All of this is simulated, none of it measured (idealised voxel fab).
The process module that follows is named voxel self aligned vias.
Cross-section cut spans 185 nm and uses square cells 5 nm in size.
Cross-sections here: square-cell grids, written as top-down lists of bands, a band being one or more rows of cells.
Heights first: top, then bottom, in nm. Then materials, left to right, each with a width in nm. "edge to edge" on a single material: fills the band edge to edge. "blank": empty space.
The reference from which all heights are counted is 0, the level beneath which the as-received wafer is entirely one material; the lowest band, having no lower bound, proceeds downward and is written after the example "0..down".
A width such as "30 to 40" changes by the same amount from each row of cells to the next, from the band's top row to its bottom row.
The designation "no modification", where it is given for a processing step, indicates that no cell of the cross-section was altered in the course of that step.
The list in "Sealed void listing" covers empty spaces of 8 cells or more that cannot reach the top through any open way, and it gives each as width x height at distance; the distance is from the left edge, and width, height and distance are in nm.
On each step's line, the part that comes after the settings is the simulator's own comment on the step.
Steps that use a mask can have "overlay nm" on their line. It says how far the mask sat to the right of where it was meant to be. Negative means to the left.

HERE'S WHAT THE PLANNED PROCESS STEPS LOOK LIKE
1,RECEIVE,material Si
2,CONFORMAL_DEP,material SiO2,thk nm 15
3,CONFORMAL_DEP,material SiCN,thk nm 5
4,DIRECTIONAL_DEP,material SiO2,thk nm 30
5,DIRECTIONAL_DEP,material aC,thk nm 15
6,PATTERN,tone open,mask id LINES,material resist,width nm 30,pitch nm 70,thk nm 30,overlay nm 0
7,DIRECTIONAL_ETCH,etch materials aC,depth nm 15
8,STRIP,etch materials resist
9,DIRECTIONAL_ETCH,etch materials SiO2,depth nm 30
10,STRIP,etch materials aC
11,CONFORMAL_DEP,material TiN,thk nm 5
12,FILL_DEP,material W,thk nm 10
13,CMP,height nm 50
14,SELECTIVE_ETCH,etch materials W Ru TiN,depth nm 5
15,FILL_DEP,material SiN,thk nm 5
16,CMP,height nm 50
17,DIRECTIONAL_DEP,material SiO2,thk nm 15
18,MASKED_ETCH,tone open,mask id VIAS,width nm 40,pitch nm 70,etch materials SiO2,depth nm 15,overlay nm 0
19,MASKED_ETCH,tone open,mask id VIAS,width nm 40,pitch nm 70,etch materials SiN,depth nm 5,overlay nm 0
20,CONFORMAL_DEP,material TiN,thk nm 5
21,FILL_DEP,material W,thk nm 5
22,CMP,height nm 65
23,CONFORMAL_DEP,material SiCN,thk nm 5

CROSS-SECTION, INCOMING MATERIAL, AFTER STEP 1
	0..down  Si edge to edge
	Sealed void listing: none

BELOW IS THE WAFER IN CROSS-SECTION AFTER THE MODULE WAS COMPLETED. IT BEGAN FROM THE STARTING POINT SHOWN ABOVE AND FOLLOWED THE PLAN SHOWN ABOVE, EXCEPT THAT ONE MISTAKE WAS MADE WHILE RUNNING IT
	70..65  SiCN edge to edge
	65..55  35 SiO2 | 5 TiN | 30 W | 5 TiN | 30 SiO2 | 5 TiN | 30 W | 5 TiN | 40 SiO2
	55..50  35 SiO2 | 10 TiN | 15 W | 15 TiN | 30 SiO2 | 10 TiN | 15 W | 15 TiN | 40 SiO2
	50..45  40 SiO2 | 25 TiN | 5 SiN | 40 SiO2 | 25 TiN | 5 SiN | 45 SiO2
	45..25  40 SiO2 | 5 TiN | 20 W | 5 TiN | 40 SiO2 | 5 TiN | 20 W | 5 TiN | 45 SiO2
	25..20  40 SiO2 | 30 TiN | 40 SiO2 | 30 TiN | 45 SiO2
	20..15  SiCN edge to edge
	15..0  SiO2 edge to edge
	0..down  Si edge to edge
	Sealed void listing: none
Short version of what went wrong: step 19 ran with different settings than intended, the actual operation and settings being MASKED_ETCH,tone open,mask id VIAS,width nm 40,pitch nm 70,etch materials SiN,depth nm 5,overlay nm -10
